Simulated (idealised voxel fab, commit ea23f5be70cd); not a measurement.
Module name: voxel wiring stack (process module)
In the cross-section labelled cut, the width is 150 nm and each square cell is 5 nm.
Each cross-section below is a grid of square cells, stated as bands in top-down order, with one or more rows of cells making up each band. Within each band entry, the heights of the top and of the bottom of the band appear first, in that order and in nm; the materials of the band then follow from left to right, each with its corresponding width in nm. The designation "everywhere" on a single material indicates that it fills the band from edge to edge; the designation "blank" indicates empty space. Heights are expressed relative to 0, this being the level below which the as-received wafer comprises one material exclusively. The lowest band is unbounded in the downward direction and is denoted as in "top 0, no bottom". Read "30 to 40" as a graded width: first number on top, second number at the bottom, same change between each pair of neighbouring rows. What does "nothing altered" mean for a step? It means no cell of the cross-section changed in that step. Voids not open to the top, 8 cells minimum: see "Catalogued sealed voids". Written width x height at distance; distance is from the left edge; nm. Heads up: the bit after the settings on a step's line is the simulator's remark on that step. On any step carrying a mask, the "overlay nm" setting, if present on the step's line, tells how far right of its planned place the mask lay; negative values point to the left.

### The steps planned for the process are as follows
1,RECEIVE | material Si
2,CONFORMAL_DEP | material SiO2 | thk nm 10
3,DIRECTIONAL_DEP | material TiN | thk nm 5
4,DIRECTIONAL_DEP | material W | thk nm 20
5,MASKED_ETCH | tone cover | mask id METAL_1 | width nm 20 | pitch nm 35 | etch materials W | depth nm 20 | overlay nm 0
6,MASKED_ETCH | tone cover | mask id METAL_1 | width nm 20 | pitch nm 35 | etch materials TiN | depth nm 5 | overlay nm 0
7,FILL_DEP | material lowk | thk nm 10
8,CMP | height nm 35
9,CONFORMAL_DEP | material SiCN | thk nm 5
10,DIRECTIONAL_DEP | material SiO2 | thk nm 20
11,MASKED_ETCH | tone open | mask id PLUG_1 | width nm 15 | etch materials SiO2 | depth nm 20 | overlay nm 0
12,MASKED_ETCH | tone open | mask id PLUG_1 | width nm 15 | etch materials SiCN | depth nm 5 | overlay nm 0
13,CONFORMAL_DEP | material TiN | thk nm 5
14,FILL_DEP | material Ru | thk nm 5
15,CMP | height nm 60
16,CONFORMAL_DEP | material SiCN | thk nm 5
17,DIRECTIONAL_DEP | material lowk | thk nm 25
18,DIRECTIONAL_DEP | material aC | thk nm 10
19,PATTERN | tone open | mask id METAL_2 | material resist | width nm 20 | pitch nm 35 | thk nm 25 | overlay nm 0
20,DIRECTIONAL_ETCH | etch materials aC | depth nm 10
21,STRIP | etch materials resist
22,DIRECTIONAL_ETCH | etch materials lowk | depth nm 25
23,DIRECTIONAL_ETCH | etch materials SiCN | depth nm 5
24,STRIP | etch materials aC
25,CONFORMAL_DEP | material TiN | thk nm 5
26,FILL_DEP | material Ru | thk nm 5
27,CMP | height nm 90
28,EPI | material Ru | thk nm 5
29,FILL_DEP | material SiCN | thk nm 5
Keep in mind the plan's value for the width nm of step 11 comes from the first wafer; the wafers don't share that setting, but they do share the same starting point.

### This is how the first of several wafers looked in cross-section when it arrived, which is after step 1
top 0, no bottom = Si everywhere
Catalogued sealed voids: none

### Where each wafer stands at the end of the module, a row apiece: cells of each material gained (+) or lost (-) since it was received, then closed voids
width nm 15, +36 Ru, +97 SiCN, +168 SiO2, +47 TiN, +32 W, +220 lowk, Catalogued sealed voids: none
width nm 20, +39 Ru, +97 SiCN, +164 SiO2, +48 TiN, +32 W, +220 lowk, Catalogued sealed voids: none
width nm 25, +42 Ru, +97 SiCN, +160 SiO2, +49 TiN, +32 W, +220 lowk, Catalogued sealed voids: none
width nm 30, +45 Ru, +97 SiCN, +156 SiO2, +50 TiN, +32 W, +220 lowk, Catalogued sealed voids: none
